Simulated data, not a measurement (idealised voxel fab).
The process module that follows is named voxel transistor to metal.
Section cut is 170 nm wide and gridded with 5 nm square cells.
For the purposes of this document, a cross-section shall be understood as a grid of square cells, specified as bands listed in top-to-bottom order, each band consisting of one or more rows of cells.
The entry gives the band's vertical extent as a top height and a bottom height in nm, then its horizontal make-up as materials from left to right, each with a width in nm. "blank" stands for empty space; a single material marked "everywhere" fills the band edge to edge.
For the purposes of this specification, 0 denotes the height below which the wafer in its as-received condition is composed wholly of one material, and the lowermost band, lacking a lower limit, extends downward without end, as expressed in "top 0, no bottom".
Per-row width for "30..40": begins at first number (top row of band), ends at second number (bottom row), increment between rows held constant.
No cell of the cross-section changed in a step that is given as "identical to before".
Enclosed void catalog: empty space of 8 cells or more with no open way to the top, each as width x height at its distance from the left edge, in nm
Where a step's line continues beyond its settings, the continuation is a remark by the simulator itself on that step.
"overlay nm" denotes, for a step that has a mask, the displacement of the mask to the right of its planned place, with negative values corresponding to the left.

### Here's what the planned process steps look like
1. RECEIVE, material Si
2. OXIDIZE, depth nm 5
3. CONFORMAL_DEP, material SiN, thk nm 10
4. PATTERN, tone cover, mask id ACTIVE, material resist, width nm 95, thk nm 20, overlay nm 0
5. DIRECTIONAL_ETCH, etch materials SiN, depth nm 10
6. DIRECTIONAL_ETCH, etch materials SiO2, depth nm 5
7. DIRECTIONAL_ETCH, etch materials Si, depth nm 35
8. STRIP, etch materials resist
9. OXIDIZE, depth nm 5
10. FILL_DEP, material SiO2, thk nm 15
11. CMP, height nm 10
12. SELECTIVE_ETCH, etch materials SiO2, depth nm 10
13. STRIP, etch materials SiN
14. SELECTIVE_ETCH, etch materials SiO2, depth nm 5
15. OXIDIZE, depth nm 5
16. DIRECTIONAL_DEP, material polySi, thk nm 25
17. DIRECTIONAL_DEP, material SiCN, thk nm 10
18. MASKED_ETCH, tone cover, mask id GATE, width nm 25, etch materials SiCN, depth nm 20, overlay nm 0
19. MASKED_ETCH, tone cover, mask id GATE, width nm 25, etch materials polySi, depth nm 35, overlay nm 0
20. CONFORMAL_DEP, material SiO2, thk nm 5
21. DIRECTIONAL_ETCH, etch materials SiO2, depth nm 5
22. CONFORMAL_DEP, material SiN, thk nm 10
23. DIRECTIONAL_ETCH, etch materials SiN, depth nm 10
24. DIRECTIONAL_ETCH, etch materials SiO2, depth nm 5
25. EPI, material pSi, thk nm 5
26. FILL_DEP, material SiO2, thk nm 10
27. CMP, height nm 20
28. STRIP, etch materials polySi
29. SELECTIVE_ETCH, etch materials SiO2, depth nm 5
30. CONFORMAL_DEP, material HfO2, thk nm 5
31. CONFORMAL_DEP, material TiN, thk nm 5
32. FILL_DEP, material W, thk nm 10
33. CMP, height nm 15
34. DIRECTIONAL_DEP, material SiO2, thk nm 15
35. MASKED_ETCH, tone open, mask id CONTACT, width nm 15, pitch nm 70, etch materials SiO2, depth nm 35, overlay nm 0
36. CONFORMAL_DEP, material TiN, thk nm 5
37. FILL_DEP, material W, thk nm 10
38. CMP, height nm 30
39. CONFORMAL_DEP, material SiN, thk nm 5
40. DIRECTIONAL_DEP, material lowk, thk nm 20
41. MASKED_ETCH, tone open, mask id METAL_1, width nm 15, pitch nm 70, etch materials lowk, depth nm 20, overlay nm 0
42. MASKED_ETCH, tone open, mask id METAL_1, width nm 15, pitch nm 70, etch materials SiN, depth nm 5, overlay nm 0
43. CONFORMAL_DEP, material TiN, thk nm 5
44. FILL_DEP, material W, thk nm 5
45. CMP, height nm 55
46. EPI, material Ru, thk nm 5
47. FILL_DEP, material SiCN, thk nm 5

### Cross-section, incoming material, after step 1
	top 0, no bottom: Si everywhere
	Enclosed void catalog: none

### Starting wafer: above. Plan: above. Run: one mistake. Cross-section after the module: below
	top 65, bottom 60: SiCN everywhere
	top 60, bottom 55: SiCN=35; Ru=25; SiCN=45; Ru=25; SiCN=40
	top 55, bottom 35: lowk=40; TiN=5; W=5; TiN=5; lowk=55; TiN=5; W=5; TiN=5; lowk=45
	top 35, bottom 30: SiN=40; TiN=15; SiN=55; TiN=15; SiN=45
	top 30, bottom 15: SiO2=40; TiN=5; W=5; TiN=5; SiO2=55; TiN=5; W=5; TiN=5; SiO2=45
	top 15, bottom 0: SiO2=40; TiN=5; W=5; TiN=5; SiO2=5; SiN=5; HfO2=5; TiN=5; W=15; TiN=5; HfO2=5; SiN=5; SiO2=5; TiN=5; W=5; TiN=5; SiO2=45
	top 0, bottom -5: SiO2=40; TiN=15; SiO2=5; SiN=5; HfO2=5; TiN=25; HfO2=5; SiN=5; SiO2=5; TiN=15; SiO2=45
	top -5, bottom -10: SiO2=35; pSi=25; SiO2=5; HfO2=35; SiO2=5; pSi=25; SiO2=40
	top -10, bottom -45: SiO2=40; Si=85; SiO2=45
	top -45, no bottom: Si everywhere
	Enclosed void catalog: none
What was done differently from what was planned? step 22 changed vs plan, executed as CONFORMAL_DEP, material SiN, thk nm 5
